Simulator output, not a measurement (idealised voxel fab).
The process module presented herein is designated voxel released beams.
The width of the displayed cross-section, cut, is 180 nm; its cells are square, with a size of 5 nm.
When this document writes out a cross-section, it uses a grid of square cells and lists it as bands, beginning at the top and moving down, with a band standing for one or more rows of cells. Band: top and bottom heights (nm) first, top before bottom; then materials from left to right, widths in nm. "edge to edge" marks a sole material filling the band edge to edge. "empty" denotes empty space. The level at which height equals 0 is the one under which the wafer, as it arrives, is entirely one material. No lower edge exists for the bottom band, which continues downward and is notated as in "0 down". Top row gets the first number, bottom row gets the second, and each row in between changes by the same step: that is how a band width like "30 to 40" works. Given "no modifications" for a step, no cell of the cross-section differs between before and after that step. Heads up: "Enclosed cavity list" only lists the empty pockets with no open path to the top that are 8 cells or more, and it writes them as width x height at distance, distance from the left edge, in nm. after a step's settings: what the simulator itself notes on the step. overlay nm: mask right of planned place by this much (step with mask). Neg. = left. Read each pair as before and after one process step. The after cross-section shows only down to the lowest band that changed. The step between them and its settings are given below the pair. Pairs can come from different runs of this module on the same starting wafer. A pair continues from the pair above only where its "Geometry before processing" entry says so.

-- Geometry before processing
- 45 to 25: 30 empty / 40 resist / 110 empty
- 25 to 5: 30 empty / 40 SiO2 / 110 empty
- 5 to 0: Al2O3 edge to edge
- 0 down: Si edge to edge
- Enclosed cavity list: none

-- Post-Step Section View
- 25 to 5: 30 empty / 40 SiO2 / 110 empty
- Nothing below the height 5 has changed.
- Enclosed cavity list: none
What process step lies between the two cross-sections above? STRIP,etch materials resist

Geometry before processing: the after view from the pair directly above serves as the before view here.

-- Post-Step Section View
- 40 to 25: 15 empty / 70 polySi / 95 empty
- 25 to 20: 15 empty / 15 polySi / 40 SiO2 / 15 polySi / 95 empty
- 20 to 5: 30 polySi / 40 SiO2 / 110 polySi
- Nothing below the height 5 has changed.
- Enclosed cavity list: none
What process step lies between the two cross-sections above? CONFORMAL_DEP,material polySi,thk nm 15

Geometry before processing: the after view from the pair directly above serves as the before view here.

-- Post-Step Section View
- 50 to 40: 15 empty / 70 aC / 95 empty
- 40 to 30: 15 empty / 70 polySi / 95 empty
- 30 to 25: 15 aC / 70 polySi / 95 aC
- 25 to 20: 15 aC / 15 polySi / 40 SiO2 / 15 polySi / 95 aC
- Nothing below the height 20 has changed.
- Enclosed cavity list: none
What process step lies between the two cross-sections above? DIRECTIONAL_DEP,material aC,thk nm 10

Geometry before processing: the after view from the pair directly above serves as the before view here.

-- Post-Step Section View
- 75 to 50: 25 empty / 120 resist / 35 empty
- 50 to 40: 15 empty / 70 aC / 60 resist / 35 empty
- 40 to 30: 15 empty / 70 polySi / 60 resist / 35 empty
- Nothing below the height 30 has changed.
- Enclosed cavity list: none
What process step lies between the two cross-sections above? PATTERN,tone cover,mask id BEAM,material resist,width nm 120,thk nm 25,overlay nm 0

Geometry before processing: the after view from the pair directly above serves as the before view here.

-- Post-Step Section View
- 65 to 50: 25 empty / 120 resist / 35 empty
- 50 to 40: 25 empty / 60 aC / 60 resist / 35 empty
- 40 to 30: 15 empty / 70 polySi / 60 resist / 35 empty
- 30 to 25: 15 empty / 70 polySi / 60 aC / 35 empty
- 25 to 20: 15 empty / 15 polySi / 40 SiO2 / 15 polySi / 60 aC / 35 empty
- Nothing below the height 20 has changed.
- Enclosed cavity list: none
What process step lies between the two cross-sections above? DIRECTIONAL_ETCH,etch materials aC,depth nm 10

Geometry before processing: the after view from the pair directly above serves as the before view here.

-- Post-Step Section View
- 50 to 40: 25 empty / 60 aC / 95 empty
- 40 to 30: 15 empty / 70 polySi / 95 empty
- Nothing below the height 30 has changed.
- Enclosed cavity list: none
What process step lies between the two cross-sections above? STRIP,etch materials resist

Geometry before processing: the after view from the pair directly above serves as the before view here.

-- Post-Step Section View
- 50 to 40: 25 empty / 60 aC / 95 empty
- 40 to 30: 25 empty / 60 polySi / 95 empty
- 30 to 25: 25 empty / 60 polySi / 60 aC / 35 empty
- 25 to 20: 15 empty / 15 polySi / 40 SiO2 / 15 polySi / 60 aC / 35 empty
- 20 to 5: 15 empty / 15 polySi / 40 SiO2 / 75 polySi / 35 empty
- Nothing below the height 5 has changed.
- Enclosed cavity list: none
What process step lies between the two cross-sections above? DIRECTIONAL_ETCH,etch materials polySi,depth nm 15

Geometry before processing: the after view from the pair directly above serves as the before view here.

-- Post-Step Section View
- 40 to 25: 25 empty / 60 polySi / 95 empty
- 25 to 20: 15 empty / 15 polySi / 40 SiO2 / 15 polySi / 95 empty
- Nothing below the height 20 has changed.
- Enclosed cavity list: none
What process step lies between the two cross-sections above? STRIP,etch materials aC
